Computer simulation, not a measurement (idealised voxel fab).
voxel gate over fins: a process module
Pictured: cross-section cut, 145 nm wide, on a grid of 5 nm square cells.
A cross-section is a grid of square cells, given in bands from the top down. A band is one or more rows of cells.
Heads up on the band format: heights come first, top then bottom, in nm. After that it's the materials left to right, each with its width in nm. A single material flagged "everywhere" fills the whole band edge to edge, and "empty" means there's empty space there.
All heights in this document are referenced to 0, defined as the level beneath which the wafer, as received, consists entirely of one material. The lowest band is not bounded below; it extends indefinitely downward and is written in the form "0 down".
Graded width ("30 to 40"): value in top row of band = first number; value in bottom row = second number; row-to-row change constant.
Given "no change occurred" for a step, no cell of the cross-section differs between before and after that step.
"Closed void catalog": sealed empty spaces, 8 cells or more, no open way to top, listed width x height at distance, with distance from the left edge and width, height and distance in nm.
That trailing text on a step's line, after the settings, is the simulator's own remark on the step.
The setting "overlay nm" may be written on the line of a step. When the step uses a mask, the value reports how far to the right of the planned place the mask lay, and a negative value reports that it lay to the left.
**Planned process steps**
| 1 | op RECEIVE | material Si |
| 2 | op CONFORMAL_DEP | material SiN | thk nm 10 |
| 3 | op DIRECTIONAL_DEP | material aC | thk nm 15 |
| 4 | op PATTERN | tone cover | mask id FINS | material resist | width nm 15 | pitch nm 40 | thk nm 35 | overlay nm 0 |
| 5 | op DIRECTIONAL_ETCH | etch materials aC | depth nm 15 |
| 6 | op STRIP | etch materials resist |
| 7 | op DIRECTIONAL_ETCH | etch materials SiN | depth nm 10 |
| 8 | op DIRECTIONAL_ETCH | etch materials Si | depth nm 30 |
| 9 | op STRIP | etch materials aC |
| 10 | op OXIDIZE | depth nm 5 |
| 11 | op FILL_DEP | material SiO2 | thk nm 10 |
| 12 | op CMP | height nm 10 |
| 13 | op SELECTIVE_ETCH | etch materials SiO2 | depth nm 25 |
| 14 | op STRIP | etch materials SiN |
| 15 | op CONFORMAL_DEP | material HfO2 | thk nm 5 |
| 16 | op CONFORMAL_DEP | material TiN | thk nm 5 |
| 17 | op FILL_DEP | material W | thk nm 10 |
| 18 | op CMP | height nm 15 |
| 19 | op CONFORMAL_DEP | material SiN | thk nm 5 |
**As-received wafer cross-section (after step 1)**
  0 down | Si everywhere
  Closed void catalog: none
**Module complete - cross-section of the first of two wafers, run according to plan**
  20 to 15 | SiN everywhere
  15 to 10 | W everywhere
  10 to 5 | 20 of W  25 of TiN  15 of W  25 of TiN  15 of W  25 of TiN  20 of W
  5 to 0 | 20 of W  5 of TiN  15 of HfO2  5 of TiN  15 of W  5 of TiN  15 of HfO2  5 of TiN  15 of W  5 of TiN  15 of HfO2  5 of TiN  20 of W
  0 to -5 | 20 of W  5 of TiN  5 of HfO2  5 of Si  5 of HfO2  5 of TiN  15 of W  5 of TiN  5 of HfO2  5 of Si  5 of HfO2  5 of TiN  15 of W  5 of TiN  5 of HfO2  5 of Si  5 of HfO2  5 of TiN  20 of W
  -5 to -10 | 25 of TiN  5 of HfO2  5 of Si  5 of HfO2  25 of TiN  5 of HfO2  5 of Si  5 of HfO2  25 of TiN  5 of HfO2  5 of Si  5 of HfO2  25 of TiN
  -10 to -15 | 30 of HfO2  5 of Si  35 of HfO2  5 of Si  35 of HfO2  5 of Si  30 of HfO2
  -15 to -35 | 30 of SiO2  5 of Si  35 of SiO2  5 of Si  35 of SiO2  5 of Si  30 of SiO2
  -35 down | Si everywhere
  Closed void catalog: none
**The second wafer, shown in cross-section after the module: started the same way as the first and given the same plan, yet one mistake crept into how it was run**
  20 to 15 | SiN everywhere
  15 to 10 | W everywhere
  10 to 5 | 30 of TiN  5 of W  35 of TiN  5 of W  35 of TiN  5 of W  30 of TiN
  5 to 0 | 25 of HfO2  5 of TiN  5 of W  5 of TiN  25 of HfO2  5 of TiN  5 of W  5 of TiN  25 of HfO2  5 of TiN  5 of W  5 of TiN  25 of HfO2
  0 to -5 | 20 of Si  5 of HfO2  5 of TiN  5 of W  5 of TiN  5 of HfO2  15 of Si  5 of HfO2  5 of TiN  5 of W  5 of TiN  5 of HfO2  15 of Si  5 of HfO2  5 of TiN  5 of W  5 of TiN  5 of HfO2  20 of Si
  -5 to -10 | 20 of Si  5 of HfO2  15 of TiN  5 of HfO2  15 of Si  5 of HfO2  15 of TiN  5 of HfO2  15 of Si  5 of HfO2  15 of TiN  5 of HfO2  20 of Si
  -10 to -15 | 20 of Si  25 of HfO2  15 of Si  25 of HfO2  15 of Si  25 of HfO2  20 of Si
  -15 to -35 | 20 of Si  25 of SiO2  15 of Si  25 of SiO2  15 of Si  25 of SiO2  20 of Si
  -35 down | Si everywhere
  Closed void catalog: none
Deviation noted in wafer processing: step 4 ran with different settings than intended, the actual operation and settings being op PATTERN | tone open | mask id FINS | material resist | width nm 15 | pitch nm 40 | thk nm 35 | overlay nm 0
Upon completion, the second wafer contains, in terms of cells, a greater or smaller amount of certain materials than the first wafer: Si +77, SiO2 -44, W -33
